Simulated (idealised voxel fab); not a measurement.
The process module presented herein is designated voxel air gaps.
270 nm wide, 5 nm square cells: that's cross-section cut.
Just so we're on the same page, the cross-sections are grids of square cells, and they're listed out in bands top to bottom, each band one or more rows deep.
Read a band's entry like this: the first values are the height of its top and the height of its bottom in nm, and what follows is the sequence of materials from left to right, each with its width in nm. Note that "empty" is empty space, and that a single material marked "throughout" reaches across the band from edge to edge.
Below 0: as-received wafer, all one material; heights counted from there. Lowest band: no bottom, goes on down, written "0 -> down".
So if you see something like "30->40" for the width, read it as the top row of the band sitting at the first number and the bottom row at the second, with every row in between moving by the same amount as the last.
It should be understood that the words "nothing different", when stated for a given step, signify that the cross-section underwent no change in any of its cells during that step.
Look at "Fully enclosed voids" for the closed voids: empty spaces with no open path to the top, sized 8 cells or up. Each is width x height at distance, distance from the left edge, all nm.
The remark found on a step's line after its settings is issued by the simulator itself and pertains to that step.
overlay nm: right-of-plan distance of the mask on a masked step; negative values mean left-of-plan.
[Process steps - plan]
- 1: op RECEIVE | material Si
- 2: op CONFORMAL_DEP | material SiO2 | thk nm 15
- 3: op CONFORMAL_DEP | material SiN | thk nm 5
- 4: op DIRECTIONAL_DEP | material lowk | thk nm 30
- 5: op PATTERN | tone open | mask id LINES | material resist | width nm 25 | pitch nm 50 | thk nm 15 | overlay nm -15
- 6: op DIRECTIONAL_ETCH | etch materials lowk | depth nm 30
- 7: op STRIP | etch materials resist
- 8: op CONFORMAL_DEP | material TiN | thk nm 5
- 9: op FILL_DEP | material Cu | thk nm 10
- 10: op CMP | height nm 50
- 11: op EPI | material Ru | thk nm 10
- 12: op SELECTIVE_ETCH | etch materials lowk | depth nm 40
- 13: op CONFORMAL_DEP | material SiCN | thk nm 5
Be aware that, although all wafers share a common starting state, the overlay nm at step 5 differs among them, and the plan displays the first wafer's value.
[After step 1, as received: first of several wafers, cross-section]
0 -> down  Si throughout
Fully enclosed voids: none
[The rows of the table below are wafers. Looking at the end of the module, a row counts, for every material, the cells the wafer has gained, shown as (+), or lost, shown as (-), since it was received; its closed voids come next]
overlay nm -15 | +60 Cu | +72 Ru | +138 SiCN | +54 SiN | +162 SiO2 | +60 TiN | Fully enclosed voids: 15 x 20 at 60; 15 x 20 at 110; 15 x 20 at 160
overlay nm -10 | +60 Cu | +72 Ru | +138 SiCN | +54 SiN | +162 SiO2 | +60 TiN | Fully enclosed voids: 15 x 20 at 65; 15 x 20 at 115; 15 x 20 at 165
overlay nm -5 | +60 Cu | +72 Ru | +138 SiCN | +54 SiN | +162 SiO2 | +60 TiN | Fully enclosed voids: 15 x 20 at 70; 15 x 20 at 120; 15 x 20 at 170
overlay nm 0 | +60 Cu | +72 Ru | +138 SiCN | +54 SiN | +162 SiO2 | +60 TiN | Fully enclosed voids: 15 x 20 at 75; 15 x 20 at 125; 15 x 20 at 175
overlay nm 5 | +60 Cu | +72 Ru | +138 SiCN | +54 SiN | +162 SiO2 | +60 TiN | Fully enclosed voids: 15 x 20 at 80; 15 x 20 at 130; 15 x 20 at 180
overlay nm 10 | +60 Cu | +72 Ru | +138 SiCN | +54 SiN | +162 SiO2 | +60 TiN | Fully enclosed voids: 15 x 20 at 85; 15 x 20 at 135; 15 x 20 at 185
overlay nm 15 | +60 Cu | +72 Ru | +138 SiCN | +54 SiN | +162 SiO2 | +60 TiN | Fully enclosed voids: 15 x 20 at 90; 15 x 20 at 140; 15 x 20 at 190
